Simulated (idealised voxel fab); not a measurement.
process module | voxel gate over fins
cross-section cut | 285 nm wide | cells 5 nm
A cross-section is a grid of square cells, given in bands from the top down. A band is one or more rows of cells.
Each band's line starts with the height of the band's top and of its bottom, in nm. Then come its materials from left to right, each with its width in nm. One material with "throughout" fills the band from edge to edge. "air" is empty space.
Height 0 is the level under which the wafer as received is all one material. The lowest band goes on downwards, as in "0 down".
A width such as "30 to 40" changes by the same amount from each row of cells to the next, from the band's top row to its bottom row.
"no change" after a step means that no cell of the cross-section changed.
closed voids: empty space of 8 cells or more with no open way to the top, each as width x height at its distance from the left edge, in nm
after a step's settings: what the simulator itself notes on the step
overlay nm, on a step with a mask: how far to the right of its planned place the mask lay; to the left if negative
Each pair below shows a cross-section before one step and the cross-section after it, down to the lowest band that changed. The line under each pair gives the step between them, with its settings. The pairs can come from different runs of this module on the same starting wafer, so a pair continues from the pair above only where its "before" says so.
before
  0 down: Si throughout
  closed voids: none
after
  10 to 0: SiN throughout
  below 0: unchanged
  closed voids: none
the step between: op CONFORMAL_DEP | material SiN | thk nm 10
before: the cross-section after the pair above
after
  10 to 0: air 105 | SiN 15 | air 45 | SiN 15 | air 105
  below 0: unchanged
  closed voids: none
the step between: op MASKED_ETCH | tone cover | mask id FINS | width nm 15 | pitch nm 60 | etch materials SiN | depth nm 10 | overlay nm 0
before: the cross-section after the pair above
after
  10 to 0: air 105 | SiN 15 | air 45 | SiN 15 | air 105
  0 to -35: air 105 | Si 15 | air 45 | Si 15 | air 105
  below -35: unchanged
  closed voids: none
the step between: op MASKED_ETCH | tone cover | mask id FINS | width nm 15 | pitch nm 60 | etch materials Si | depth nm 35 | overlay nm 0
before: the cross-section after the pair above
after
  10 to 0: air 105 | SiN 15 | air 45 | SiN 15 | air 105
  0 to -35: air 105 | SiO2 5 | Si 5 | SiO2 5 | air 45 | SiO2 5 | Si 5 | SiO2 5 | air 105
  -35 to -40: SiO2 110 | Si 5 | SiO2 55 | Si 5 | SiO2 110
  below -40: unchanged
  closed voids: none
the step between: op OXIDIZE | depth nm 5
before: the cross-section after the pair above
after
  20 to 10: SiO2 throughout
  10 to 0: SiO2 105 | SiN 15 | SiO2 45 | SiN 15 | SiO2 105
  0 to -40: SiO2 110 | Si 5 | SiO2 55 | Si 5 | SiO2 110
  below -40: unchanged
  closed voids: none
the step between: op FILL_DEP | material SiO2 | thk nm 10
before: the cross-section after the pair above
after
  10 to 0: SiO2 105 | SiN 15 | SiO2 45 | SiN 15 | SiO2 105
  below 0: unchanged
  closed voids: none
the step between: op CMP | height nm 10
before: the cross-section after the pair above
after
  30 to 10: resist 135 | air 15 | resist 135
  below 10: unchanged
  closed voids: none
the step between: op PATTERN | tone open | mask id RAIL | material resist | width nm 15 | thk nm 20 | overlay nm 0
before: the cross-section after the pair above
after
  30 to 10: resist 135 | air 15 | resist 135
  10 to 0: SiO2 105 | SiN 15 | SiO2 15 | air 15 | SiO2 15 | SiN 15 | SiO2 105
  0 to -30: SiO2 110 | Si 5 | SiO2 20 | air 15 | SiO2 20 | Si 5 | SiO2 110
  below -30: unchanged
  closed voids: none
the step between: op DIRECTIONAL_ETCH | etch materials SiO2 | depth nm 40
before: the cross-section after the pair above
after
  10 to 0: SiO2 105 | SiN 15 | SiO2 15 | air 15 | SiO2 15 | SiN 15 | SiO2 105
  below 0: unchanged
  closed voids: none
the step between: op STRIP | etch materials resist
before: the cross-section after the pair above
after
  15 to 10: TiN 140 | air 5 | TiN 140
  10 to 0: SiO2 105 | SiN 15 | SiO2 15 | TiN 5 | air 5 | TiN 5 | SiO2 15 | SiN 15 | SiO2 105
  0 to -25: SiO2 110 | Si 5 | SiO2 20 | TiN 5 | air 5 | TiN 5 | SiO2 20 | Si 5 | SiO2 110
  -25 to -30: SiO2 110 | Si 5 | SiO2 20 | TiN 15 | SiO2 20 | Si 5 | SiO2 110
  below -30: unchanged
  closed voids: none
the step between: op CONFORMAL_DEP | material TiN | thk nm 5
before: the cross-section after the pair above
after
  25 to 15: W throughout
  15 to 10: TiN 140 | W 5 | TiN 140
  10 to 0: SiO2 105 | SiN 15 | SiO2 15 | TiN 5 | W 5 | TiN 5 | SiO2 15 | SiN 15 | SiO2 105
  0 to -25: SiO2 110 | Si 5 | SiO2 20 | TiN 5 | W 5 | TiN 5 | SiO2 20 | Si 5 | SiO2 110
  below -25: unchanged
  closed voids: none
the step between: op FILL_DEP | material W | thk nm 10
before: the cross-section after the pair above
after
  10 to 0: SiO2 105 | SiN 15 | SiO2 15 | TiN 5 | W 5 | TiN 5 | SiO2 15 | SiN 15 | SiO2 105
  below 0: unchanged
  closed voids: none
the step between: op CMP | height nm 10
before: the cross-section after the pair above
after
  10 to 0: SiO2 105 | SiN 15 | SiO2 15 | air 15 | SiO2 15 | SiN 15 | SiO2 105
  0 to -25: SiO2 110 | Si 5 | SiO2 20 | air 15 | SiO2 20 | Si 5 | SiO2 110
  below -25: unchanged
  closed voids: none
the step between: op SELECTIVE_ETCH | etch materials W Ru TiN | depth nm 35
before: the cross-section after the pair above
after
  15 to 10: SiO2 throughout
  10 to 0: SiO2 105 | SiN 15 | SiO2 45 | SiN 15 | SiO2 105
  0 to -25: SiO2 110 | Si 5 | SiO2 55 | Si 5 | SiO2 110
  below -25: unchanged
  closed voids: none
the step between: op FILL_DEP | material SiO2 | thk nm 5
before: the cross-section after the pair above
after
  10 to 0: SiO2 105 | SiN 15 | SiO2 45 | SiN 15 | SiO2 105
  below 0: unchanged
  closed voids: none
the step between: op CMP | height nm 10
before: the cross-section after the pair above
after
  10 to 0: air 105 | SiN 15 | air 45 | SiN 15 | air 105
  0 to -15: air 110 | Si 5 | air 55 | Si 5 | air 110
  below -15: unchanged
  closed voids: none
the step between: op SELECTIVE_ETCH | etch materials SiO2 | depth nm 25
before: the cross-section after the pair above
after
  0 to -15: air 110 | Si 5 | air 55 | Si 5 | air 110
  below -15: unchanged
  closed voids: none
the step between: op STRIP | etch materials SiN
before: the cross-section after the pair above
after
  5 to 0: air 105 | HfO2 15 | air 45 | HfO2 15 | air 105
  0 to -10: air 105 | HfO2 5 | Si 5 | HfO2 5 | air 45 | HfO2 5 | Si 5 | HfO2 5 | air 105
  -10 to -15: HfO2 110 | Si 5 | HfO2 55 | Si 5 | HfO2 110
  below -15: unchanged
  closed voids: none
the step between: op CONFORMAL_DEP | material HfO2 | thk nm 5
before: the cross-section after the pair above
after
  10 to 5: air 100 | TiN 25 | air 35 | TiN 25 | air 100
  5 to 0: air 100 | TiN 5 | HfO2 15 | TiN 5 | air 35 | TiN 5 | HfO2 15 | TiN 5 | air 100
  0 to -5: air 100 | TiN 5 | HfO2 5 | Si 5 | HfO2 5 | TiN 5 | air 35 | TiN 5 | HfO2 5 | Si 5 | HfO2 5 | TiN 5 | air 100
  -5 to -10: TiN 105 | HfO2 5 | Si 5 | HfO2 5 | TiN 45 | HfO2 5 | Si 5 | HfO2 5 | TiN 105
  below -10: unchanged
  closed voids: none
the step between: op CONFORMAL_DEP | material TiN | thk nm 5
before: the cross-section after the pair above
after
  15 to 10: air 95 | TiAl 35 | air 25 | TiAl 35 | air 95
  10 to 5: air 95 | TiAl 5 | TiN 25 | TiAl 5 | air 25 | TiAl 5 | TiN 25 | TiAl 5 | air 95
  5 to 0: air 95 | TiAl 5 | TiN 5 | HfO2 15 | TiN 5 | TiAl 5 | air 25 | TiAl 5 | TiN 5 | HfO2 15 | TiN 5 | TiAl 5 | air 95
  0 to -5: TiAl 100 | TiN 5 | HfO2 5 | Si 5 | HfO2 5 | TiN 5 | TiAl 35 | TiN 5 | HfO2 5 | Si 5 | HfO2 5 | TiN 5 | TiAl 100
  below -5: unchanged
  closed voids: none
the step between: op CONFORMAL_DEP | material TiAl | thk nm 5
before: the cross-section after the pair above
after
  20 to 15: air 90 | TiN 45 | air 15 | TiN 45 | air 90
  15 to 10: air 90 | TiN 5 | TiAl 35 | TiN 5 | air 15 | TiN 5 | TiAl 35 | TiN 5 | air 90
  10 to 5: air 90 | TiN 5 | TiAl 5 | TiN 25 | TiAl 5 | TiN 5 | air 15 | TiN 5 | TiAl 5 | TiN 25 | TiAl 5 | TiN 5 | air 90
  5 to 0: TiN 95 | TiAl 5 | TiN 5 | HfO2 15 | TiN 5 | TiAl 5 | TiN 25 | TiAl 5 | TiN 5 | HfO2 15 | TiN 5 | TiAl 5 | TiN 95
  below 0: unchanged
  closed voids: none
the step between: op CONFORMAL_DEP | material TiN | thk nm 5
before: the cross-section after the pair above
after
  30 to 20: W throughout
  20 to 15: W 90 | TiN 45 | W 15 | TiN 45 | W 90
  15 to 10: W 90 | TiN 5 | TiAl 35 | TiN 5 | W 15 | TiN 5 | TiAl 35 | TiN 5 | W 90
  10 to 5: W 90 | TiN 5 | TiAl 5 | TiN 25 | TiAl 5 | TiN 5 | W 15 | TiN 5 | TiAl 5 | TiN 25 | TiAl 5 | TiN 5 | W 90
  below 5: unchanged
  closed voids: none
the step between: op FILL_DEP | material W | thk nm 10
before: the cross-section after the pair above
after
  25 to 20: W throughout
  below 20: unchanged
  closed voids: none
the step between: op CMP | height nm 25
before: the cross-section after the pair above
after
  35 to 25: SiCN throughout
  below 25: unchanged
  closed voids: none
the step between: op CONFORMAL_DEP | material SiCN | thk nm 10
before
  0 to -15: air 110 | Si 5 | air 55 | Si 5 | air 110
  -15 to -25: SiO2 110 | Si 5 | SiO2 55 | Si 5 | SiO2 110
  -25 to -30: SiO2 110 | Si 5 | SiO2 20 | TiN 15 | SiO2 20 | Si 5 | SiO2 110
  -30 to -40: SiO2 110 | Si 5 | SiO2 55 | Si 5 | SiO2 110
  -40 down: Si throughout
  closed voids: none
after
  5 to 0: air 105 | TiN 15 | air 45 | TiN 15 | air 105
  0 to -10: air 105 | TiN 5 | Si 5 | TiN 5 | air 45 | TiN 5 | Si 5 | TiN 5 | air 105
  -10 to -15: TiN 110 | Si 5 | TiN 55 | Si 5 | TiN 110
  below -15: unchanged
  closed voids: none
the step between: op CONFORMAL_DEP | material TiN | thk nm 5
before: the cross-section after the pair above
after
  10 to 5: air 100 | TiAl 25 | air 35 | TiAl 25 | air 100
  5 to 0: air 100 | TiAl 5 | TiN 15 | TiAl 5 | air 35 | TiAl 5 | TiN 15 | TiAl 5 | air 100
  0 to -5: air 100 | TiAl 5 | TiN 5 | Si 5 | TiN 5 | TiAl 5 | air 35 | TiAl 5 | TiN 5 | Si 5 | TiN 5 | TiAl 5 | air 100
  -5 to -10: TiAl 105 | TiN 5 | Si 5 | TiN 5 | TiAl 45 | TiN 5 | Si 5 | TiN 5 | TiAl 105
  below -10: unchanged
  closed voids: none
the step between: op CONFORMAL_DEP | material TiAl | thk nm 5
before: the cross-section after the pair above
after
  15 to 10: air 95 | TiN 35 | air 25 | TiN 35 | air 95
  10 to 5: air 95 | TiN 5 | TiAl 25 | TiN 5 | air 25 | TiN 5 | TiAl 25 | TiN 5 | air 95
  5 to 0: air 95 | TiN 5 | TiAl 5 | TiN 15 | TiAl 5 | TiN 5 | air 25 | TiN 5 | TiAl 5 | TiN 15 | TiAl 5 | TiN 5 | air 95
  0 to -5: TiN 100 | TiAl 5 | TiN 5 | Si 5 | TiN 5 | TiAl 5 | TiN 35 | TiAl 5 | TiN 5 | Si 5 | TiN 5 | TiAl 5 | TiN 100
  below -5: unchanged
  closed voids: none
the step between: op CONFORMAL_DEP | material TiN | thk nm 5
before: the cross-section after the pair above
after
  25 to 15: W throughout
  15 to 10: W 95 | TiN 35 | W 25 | TiN 35 | W 95
  10 to 5: W 95 | TiN 5 | TiAl 25 | TiN 5 | W 25 | TiN 5 | TiAl 25 | TiN 5 | W 95
  5 to 0: W 95 | TiN 5 | TiAl 5 | TiN 15 | TiAl 5 | TiN 5 | W 25 | TiN 5 | TiAl 5 | TiN 15 | TiAl 5 | TiN 5 | W 95
  below 0: unchanged
  closed voids: none
the step between: op FILL_DEP | material W | thk nm 10
before: the cross-section after the pair above
after
  35 to 25: SiCN throughout
  below 25: unchanged
  closed voids: none
the step between: op CONFORMAL_DEP | material SiCN | thk nm 10
before
  5 to 0: air 105 | HfO2 15 | air 45 | HfO2 15 | air 105
  0 to -10: air 105 | HfO2 5 | Si 5 | HfO2 5 | air 45 | HfO2 5 | Si 5 | HfO2 5 | air 105
  -10 to -15: HfO2 110 | Si 5 | HfO2 55 | Si 5 | HfO2 110
  -15 to -25: SiO2 110 | Si 5 | SiO2 55 | Si 5 | SiO2 110
  -25 to -30: SiO2 110 | Si 5 | SiO2 20 | TiN 15 | SiO2 20 | Si 5 | SiO2 110
  -30 to -40: SiO2 110 | Si 5 | SiO2 55 | Si 5 | SiO2 110
  -40 down: Si throughout
  closed voids: none
after
  10 to 5: air 100 | TiAl 25 | air 35 | TiAl 25 | air 100
  5 to 0: air 100 | TiAl 5 | HfO2 15 | TiAl 5 | air 35 | TiAl 5 | HfO2 15 | TiAl 5 | air 100
  0 to -5: air 100 | TiAl 5 | HfO2 5 | Si 5 | HfO2 5 | TiAl 5 | air 35 | TiAl 5 | HfO2 5 | Si 5 | HfO2 5 | TiAl 5 | air 100
  -5 to -10: TiAl 105 | HfO2 5 | Si 5 | HfO2 5 | TiAl 45 | HfO2 5 | Si 5 | HfO2 5 | TiAl 105
  below -10: unchanged
  closed voids: none
the step between: op CONFORMAL_DEP | material TiAl | thk nm 5
before: the cross-section after the pair above
after
  15 to 10: air 95 | TiN 35 | air 25 | TiN 35 | air 95
  10 to 5: air 95 | TiN 5 | TiAl 25 | TiN 5 | air 25 | TiN 5 | TiAl 25 | TiN 5 | air 95
  5 to 0: air 95 | TiN 5 | TiAl 5 | HfO2 15 | TiAl 5 | TiN 5 | air 25 | TiN 5 | TiAl 5 | HfO2 15 | TiAl 5 | TiN 5 | air 95
  0 to -5: TiN 100 | TiAl 5 | HfO2 5 | Si 5 | HfO2 5 | TiAl 5 | TiN 35 | TiAl 5 | HfO2 5 | Si 5 | HfO2 5 | TiAl 5 | TiN 100
  below -5: unchanged
  closed voids: none
the step between: op CONFORMAL_DEP | material TiN | thk nm 5
before: the cross-section after the pair above
after
  20 to 10: air 90 | TiN 45 | air 15 | TiN 45 | air 90
  10 to 5: air 90 | TiN 10 | TiAl 25 | TiN 10 | air 15 | TiN 10 | TiAl 25 | TiN 10 | air 90
  5 to 0: TiN 100 | TiAl 5 | HfO2 15 | TiAl 5 | TiN 35 | TiAl 5 | HfO2 15 | TiAl 5 | TiN 100
  below 0: unchanged
  closed voids: none
the step between: op CONFORMAL_DEP | material TiN | thk nm 5
before: the cross-section after the pair above
after
  30 to 20: W throughout
  20 to 10: W 90 | TiN 45 | W 15 | TiN 45 | W 90
  10 to 5: W 90 | TiN 10 | TiAl 25 | TiN 10 | W 15 | TiN 10 | TiAl 25 | TiN 10 | W 90
  below 5: unchanged
  closed voids: none
the step between: op FILL_DEP | material W | thk nm 10
before: the cross-section after the pair above
after
  25 to 20: W throughout
  below 20: unchanged
  closed voids: none
the step between: op CMP | height nm 25
before: the cross-section after the pair above
after
  35 to 25: SiCN throughout
  below 25: unchanged
  closed voids: none
the step between: op CONFORMAL_DEP | material SiCN | thk nm 10
before
  15 to 10: air 95 | TiAl 35 | air 25 | TiAl 35 | air 95
  10 to 5: air 95 | TiAl 5 | TiN 25 | TiAl 5 | air 25 | TiAl 5 | TiN 25 | TiAl 5 | air 95
  5 to 0: air 95 | TiAl 5 | TiN 5 | HfO2 15 | TiN 5 | TiAl 5 | air 25 | TiAl 5 | TiN 5 | HfO2 15 | TiN 5 | TiAl 5 | air 95
  0 to -5: TiAl 100 | TiN 5 | HfO2 5 | Si 5 | HfO2 5 | TiN 5 | TiAl 35 | TiN 5 | HfO2 5 | Si 5 | HfO2 5 | TiN 5 | TiAl 100
  -5 to -10: TiN 105 | HfO2 5 | Si 5 | HfO2 5 | TiN 45 | HfO2 5 | Si 5 | HfO2 5 | TiN 105
  -10 to -15: HfO2 110 | Si 5 | HfO2 55 | Si 5 | HfO2 110
  -15 to -25: SiO2 110 | Si 5 | SiO2 55 | Si 5 | SiO2 110
  -25 to -30: SiO2 110 | Si 5 | SiO2 20 | TiN 15 | SiO2 20 | Si 5 | SiO2 110
  -30 to -40: SiO2 110 | Si 5 | SiO2 55 | Si 5 | SiO2 110
  -40 down: Si throughout
  closed voids: none
after
  30 to 15: air 80 | TiN 125 | air 80
  15 to 10: TiN 95 | TiAl 35 | TiN 25 | TiAl 35 | TiN 95
  10 to 5: TiN 95 | TiAl 5 | TiN 25 | TiAl 5 | TiN 25 | TiAl 5 | TiN 25 | TiAl 5 | TiN 95
  5 to 0: TiN 95 | TiAl 5 | TiN 5 | HfO2 15 | TiN 5 | TiAl 5 | TiN 25 | TiAl 5 | TiN 5 | HfO2 15 | TiN 5 | TiAl 5 | TiN 95
  below 0: unchanged
  closed voids: none
the step between: op CONFORMAL_DEP | material TiN | thk nm 15
before: the cross-section after the pair above
after
  40 to 30: W throughout
  30 to 15: W 80 | TiN 125 | W 80
  below 15: unchanged
  closed voids: none
the step between: op FILL_DEP | material W | thk nm 10
before: the cross-section after the pair above
after
  25 to 15: W 80 | TiN 125 | W 80
  below 15: unchanged
  closed voids: none
the step between: op CMP | height nm 25
before: the cross-section after the pair above
after
  35 to 25: SiCN throughout
  below 25: unchanged
  closed voids: none
the step between: op CONFORMAL_DEP | material SiCN | thk nm 10
before
  10 to 0: SiO2 105 | SiN 15 | SiO2 45 | SiN 15 | SiO2 105
  0 to -40: SiO2 110 | Si 5 | SiO2 55 | Si 5 | SiO2 110
  -40 down: Si throughout
  closed voids: none
after
  30 to 10: resist 135 | air 20 | resist 130
  below 10: unchanged
  closed voids: none
the step between: op PATTERN | tone open | mask id RAIL | material resist | width nm 20 | thk nm 20 | overlay nm 0
before: the cross-section after the pair above
after
  30 to 10: resist 135 | air 20 | resist 130
  10 to 0: SiO2 105 | SiN 15 | SiO2 15 | air 20 | SiO2 10 | SiN 15 | SiO2 105
  0 to -30: SiO2 110 | Si 5 | SiO2 20 | air 20 | SiO2 15 | Si 5 | SiO2 110
  below -30: unchanged
  closed voids: none
the step between: op DIRECTIONAL_ETCH | etch materials SiO2 | depth nm 40
before: the cross-section after the pair above
after
  10 to 0: SiO2 105 | SiN 15 | SiO2 15 | air 20 | SiO2 10 | SiN 15 | SiO2 105
  below 0: unchanged
  closed voids: none
the step between: op STRIP | etch materials resist
before: the cross-section after the pair above
after
  15 to 10: TiN 140 | air 10 | TiN 135
  10 to 0: SiO2 105 | SiN 15 | SiO2 15 | TiN 5 | air 10 | TiN 5 | SiO2 10 | SiN 15 | SiO2 105
  0 to -25: SiO2 110 | Si 5 | SiO2 20 | TiN 5 | air 10 | TiN 5 | SiO2 15 | Si 5 | SiO2 110
  -25 to -30: SiO2 110 | Si 5 | SiO2 20 | TiN 20 | SiO2 15 | Si 5 | SiO2 110
  below -30: unchanged
  closed voids: none
the step between: op CONFORMAL_DEP | material TiN | thk nm 5
before: the cross-section after the pair above
after
  25 to 15: W throughout
  15 to 10: TiN 140 | W 10 | TiN 135
  10 to 0: SiO2 105 | SiN 15 | SiO2 15 | TiN 5 | W 10 | TiN 5 | SiO2 10 | SiN 15 | SiO2 105
  0 to -25: SiO2 110 | Si 5 | SiO2 20 | TiN 5 | W 10 | TiN 5 | SiO2 15 | Si 5 | SiO2 110
  below -25: unchanged
  closed voids: none
the step between: op FILL_DEP | material W | thk nm 10
before: the cross-section after the pair above
after
  10 to 0: SiO2 105 | SiN 15 | SiO2 15 | TiN 5 | W 10 | TiN 5 | SiO2 10 | SiN 15 | SiO2 105
  below 0: unchanged
  closed voids: none
the step between: op CMP | height nm 10
before: the cross-section after the pair above
after
  10 to 0: SiO2 105 | SiN 15 | SiO2 15 | air 20 | SiO2 10 | SiN 15 | SiO2 105
  0 to -25: SiO2 110 | Si 5 | SiO2 20 | air 20 | SiO2 15 | Si 5 | SiO2 110
  below -25: unchanged
  closed voids: none
the step between: op SELECTIVE_ETCH | etch materials W Ru TiN | depth nm 35
before: the cross-section after the pair above
after
  15 to 10: SiO2 throughout
  10 to 0: SiO2 105 | SiN 15 | SiO2 45 | SiN 15 | SiO2 105
  0 to -25: SiO2 110 | Si 5 | SiO2 55 | Si 5 | SiO2 110
  below -25: unchanged
  closed voids: none
the step between: op FILL_DEP | material SiO2 | thk nm 5
before: the cross-section after the pair above
after
  10 to 0: SiO2 105 | SiN 15 | SiO2 45 | SiN 15 | SiO2 105
  below 0: unchanged
  closed voids: none
the step between: op CMP | height nm 10
before: the cross-section after the pair above
after
  10 to 0: air 105 | SiN 15 | air 45 | SiN 15 | air 105
  0 to -15: air 110 | Si 5 | air 55 | Si 5 | air 110
  below -15: unchanged
  closed voids: none
the step between: op SELECTIVE_ETCH | etch materials SiO2 | depth nm 25
before: the cross-section after the pair above
after
  0 to -15: air 110 | Si 5 | air 55 | Si 5 | air 110
  below -15: unchanged
  closed voids: none
the step between: op STRIP | etch materials SiN
before: the cross-section after the pair above
after
  5 to 0: air 105 | HfO2 15 | air 45 | HfO2 15 | air 105
  0 to -10: air 105 | HfO2 5 | Si 5 | HfO2 5 | air 45 | HfO2 5 | Si 5 | HfO2 5 | air 105
  -10 to -15: HfO2 110 | Si 5 | HfO2 55 | Si 5 | HfO2 110
  below -15: unchanged
  closed voids: none
the step between: op CONFORMAL_DEP | material HfO2 | thk nm 5
before: the cross-section after the pair above
after
  10 to 5: air 100 | TiN 25 | air 35 | TiN 25 | air 100
  5 to 0: air 100 | TiN 5 | HfO2 15 | TiN 5 | air 35 | TiN 5 | HfO2 15 | TiN 5 | air 100
  0 to -5: air 100 | TiN 5 | HfO2 5 | Si 5 | HfO2 5 | TiN 5 | air 35 | TiN 5 | HfO2 5 | Si 5 | HfO2 5 | TiN 5 | air 100
  -5 to -10: TiN 105 | HfO2 5 | Si 5 | HfO2 5 | TiN 45 | HfO2 5 | Si 5 | HfO2 5 | TiN 105
  below -10: unchanged
  closed voids: none
the step between: op CONFORMAL_DEP | material TiN | thk nm 5
before: the cross-section after the pair above
after
  15 to 10: air 95 | TiAl 35 | air 25 | TiAl 35 | air 95
  10 to 5: air 95 | TiAl 5 | TiN 25 | TiAl 5 | air 25 | TiAl 5 | TiN 25 | TiAl 5 | air 95
  5 to 0: air 95 | TiAl 5 | TiN 5 | HfO2 15 | TiN 5 | TiAl 5 | air 25 | TiAl 5 | TiN 5 | HfO2 15 | TiN 5 | TiAl 5 | air 95
  0 to -5: TiAl 100 | TiN 5 | HfO2 5 | Si 5 | HfO2 5 | TiN 5 | TiAl 35 | TiN 5 | HfO2 5 | Si 5 | HfO2 5 | TiN 5 | TiAl 100
  below -5: unchanged
  closed voids: none
the step between: op CONFORMAL_DEP | material TiAl | thk nm 5
before: the cross-section after the pair above
after
  20 to 15: air 90 | TiN 45 | air 15 | TiN 45 | air 90
  15 to 10: air 90 | TiN 5 | TiAl 35 | TiN 5 | air 15 | TiN 5 | TiAl 35 | TiN 5 | air 90
  10 to 5: air 90 | TiN 5 | TiAl 5 | TiN 25 | TiAl 5 | TiN 5 | air 15 | TiN 5 | TiAl 5 | TiN 25 | TiAl 5 | TiN 5 | air 90
  5 to 0: TiN 95 | TiAl 5 | TiN 5 | HfO2 15 | TiN 5 | TiAl 5 | TiN 25 | TiAl 5 | TiN 5 | HfO2 15 | TiN 5 | TiAl 5 | TiN 95
  below 0: unchanged
  closed voids: none
the step between: op CONFORMAL_DEP | material TiN | thk nm 5
before: the cross-section after the pair above
after
  30 to 20: W throughout
  20 to 15: W 90 | TiN 45 | W 15 | TiN 45 | W 90
  15 to 10: W 90 | TiN 5 | TiAl 35 | TiN 5 | W 15 | TiN 5 | TiAl 35 | TiN 5 | W 90
  10 to 5: W 90 | TiN 5 | TiAl 5 | TiN 25 | TiAl 5 | TiN 5 | W 15 | TiN 5 | TiAl 5 | TiN 25 | TiAl 5 | TiN 5 | W 90
  below 5: unchanged
  closed voids: none
the step between: op FILL_DEP | material W | thk nm 10
before: the cross-section after the pair above
after
  25 to 20: W throughout
  below 20: unchanged
  closed voids: none
the step between: op CMP | height nm 25
before: the cross-section after the pair above
after
  35 to 25: SiCN throughout
  below 25: unchanged
  closed voids: none
the step between: op CONFORMAL_DEP | material SiCN | thk nm 10
before
  10 to 0: SiO2 105 | SiN 15 | SiO2 45 | SiN 15 | SiO2 105
  0 to -40: SiO2 110 | Si 5 | SiO2 55 | Si 5 | SiO2 110
  -40 down: Si throughout
  closed voids: none
after
  30 to 10: resist 130 | air 15 | resist 140
  below 10: unchanged
  closed voids: none
the step between: op PATTERN | tone open | mask id RAIL | material resist | width nm 15 | thk nm 20 | overlay nm -5
before: the cross-section after the pair above
after
  30 to 10: resist 130 | air 15 | resist 140
  10 to 0: SiO2 105 | SiN 15 | SiO2 10 | air 15 | SiO2 20 | SiN 15 | SiO2 105
  0 to -30: SiO2 110 | Si 5 | SiO2 15 | air 15 | SiO2 25 | Si 5 | SiO2 110
  below -30: unchanged
  closed voids: none
the step between: op DIRECTIONAL_ETCH | etch materials SiO2 | depth nm 40
before: the cross-section after the pair above
after
  10 to 0: SiO2 105 | SiN 15 | SiO2 10 | air 15 | SiO2 20 | SiN 15 | SiO2 105
  below 0: unchanged
  closed voids: none
the step between: op STRIP | etch materials resist
before: the cross-section after the pair above
after
  15 to 10: TiN 135 | air 5 | TiN 145
  10 to 0: SiO2 105 | SiN 15 | SiO2 10 | TiN 5 | air 5 | TiN 5 | SiO2 20 | SiN 15 | SiO2 105
  0 to -25: SiO2 110 | Si 5 | SiO2 15 | TiN 5 | air 5 | TiN 5 | SiO2 25 | Si 5 | SiO2 110
  -25 to -30: SiO2 110 | Si 5 | SiO2 15 | TiN 15 | SiO2 25 | Si 5 | SiO2 110
  below -30: unchanged
  closed voids: none
the step between: op CONFORMAL_DEP | material TiN | thk nm 5
before: the cross-section after the pair above
after
  25 to 15: W throughout
  15 to 10: TiN 135 | W 5 | TiN 145
  10 to 0: SiO2 105 | SiN 15 | SiO2 10 | TiN 5 | W 5 | TiN 5 | SiO2 20 | SiN 15 | SiO2 105
  0 to -25: SiO2 110 | Si 5 | SiO2 15 | TiN 5 | W 5 | TiN 5 | SiO2 25 | Si 5 | SiO2 110
  below -25: unchanged
  closed voids: none
the step between: op FILL_DEP | material W | thk nm 10
before: the cross-section after the pair above
after
  10 to 0: SiO2 105 | SiN 15 | SiO2 10 | TiN 5 | W 5 | TiN 5 | SiO2 20 | SiN 15 | SiO2 105
  below 0: unchanged
  closed voids: none
the step between: op CMP | height nm 10
before: the cross-section after the pair above
after
  10 to 0: SiO2 105 | SiN 15 | SiO2 10 | air 15 | SiO2 20 | SiN 15 | SiO2 105
  0 to -25: SiO2 110 | Si 5 | SiO2 15 | air 15 | SiO2 25 | Si 5 | SiO2 110
  below -25: unchanged
  closed voids: none
the step between: op SELECTIVE_ETCH | etch materials W Ru TiN | depth nm 35
before: the cross-section after the pair above
after
  15 to 10: SiO2 throughout
  10 to 0: SiO2 105 | SiN 15 | SiO2 45 | SiN 15 | SiO2 105
  0 to -25: SiO2 110 | Si 5 | SiO2 55 | Si 5 | SiO2 110
  below -25: unchanged
  closed voids: none
the step between: op FILL_DEP | material SiO2 | thk nm 5
before: the cross-section after the pair above
after
  10 to 0: SiO2 105 | SiN 15 | SiO2 45 | SiN 15 | SiO2 105
  below 0: unchanged
  closed voids: none
the step between: op CMP | height nm 10
before: the cross-section after the pair above
after
  10 to 0: air 105 | SiN 15 | air 45 | SiN 15 | air 105
  0 to -15: air 110 | Si 5 | air 55 | Si 5 | air 110
  below -15: unchanged
  closed voids: none
the step between: op SELECTIVE_ETCH | etch materials SiO2 | depth nm 25
before: the cross-section after the pair above
after
  0 to -15: air 110 | Si 5 | air 55 | Si 5 | air 110
  below -15: unchanged
  closed voids: none
the step between: op STRIP | etch materials SiN
before: the cross-section after the pair above
after
  5 to 0: air 105 | HfO2 15 | air 45 | HfO2 15 | air 105
  0 to -10: air 105 | HfO2 5 | Si 5 | HfO2 5 | air 45 | HfO2 5 | Si 5 | HfO2 5 | air 105
  -10 to -15: HfO2 110 | Si 5 | HfO2 55 | Si 5 | HfO2 110
  below -15: unchanged
  closed voids: none
the step between: op CONFORMAL_DEP | material HfO2 | thk nm 5
before: the cross-section after the pair above
after
  10 to 5: air 100 | TiN 25 | air 35 | TiN 25 | air 100
  5 to 0: air 100 | TiN 5 | HfO2 15 | TiN 5 | air 35 | TiN 5 | HfO2 15 | TiN 5 | air 100
  0 to -5: air 100 | TiN 5 | HfO2 5 | Si 5 | HfO2 5 | TiN 5 | air 35 | TiN 5 | HfO2 5 | Si 5 | HfO2 5 | TiN 5 | air 100
  -5 to -10: TiN 105 | HfO2 5 | Si 5 | HfO2 5 | TiN 45 | HfO2 5 | Si 5 | HfO2 5 | TiN 105
  below -10: unchanged
  closed voids: none
the step between: op CONFORMAL_DEP | material TiN | thk nm 5
before: the cross-section after the pair above
after
  15 to 10: air 95 | TiAl 35 | air 25 | TiAl 35 | air 95
  10 to 5: air 95 | TiAl 5 | TiN 25 | TiAl 5 | air 25 | TiAl 5 | TiN 25 | TiAl 5 | air 95
  5 to 0: air 95 | TiAl 5 | TiN 5 | HfO2 15 | TiN 5 | TiAl 5 | air 25 | TiAl 5 | TiN 5 | HfO2 15 | TiN 5 | TiAl 5 | air 95
  0 to -5: TiAl 100 | TiN 5 | HfO2 5 | Si 5 | HfO2 5 | TiN 5 | TiAl 35 | TiN 5 | HfO2 5 | Si 5 | HfO2 5 | TiN 5 | TiAl 100
  below -5: unchanged
  closed voids: none
the step between: op CONFORMAL_DEP | material TiAl | thk nm 5
before: the cross-section after the pair above
after
  20 to 15: air 90 | TiN 45 | air 15 | TiN 45 | air 90
  15 to 10: air 90 | TiN 5 | TiAl 35 | TiN 5 | air 15 | TiN 5 | TiAl 35 | TiN 5 | air 90
  10 to 5: air 90 | TiN 5 | TiAl 5 | TiN 25 | TiAl 5 | TiN 5 | air 15 | TiN 5 | TiAl 5 | TiN 25 | TiAl 5 | TiN 5 | air 90
  5 to 0: TiN 95 | TiAl 5 | TiN 5 | HfO2 15 | TiN 5 | TiAl 5 | TiN 25 | TiAl 5 | TiN 5 | HfO2 15 | TiN 5 | TiAl 5 | TiN 95
  below 0: unchanged
  closed voids: none
the step between: op CONFORMAL_DEP | material TiN | thk nm 5
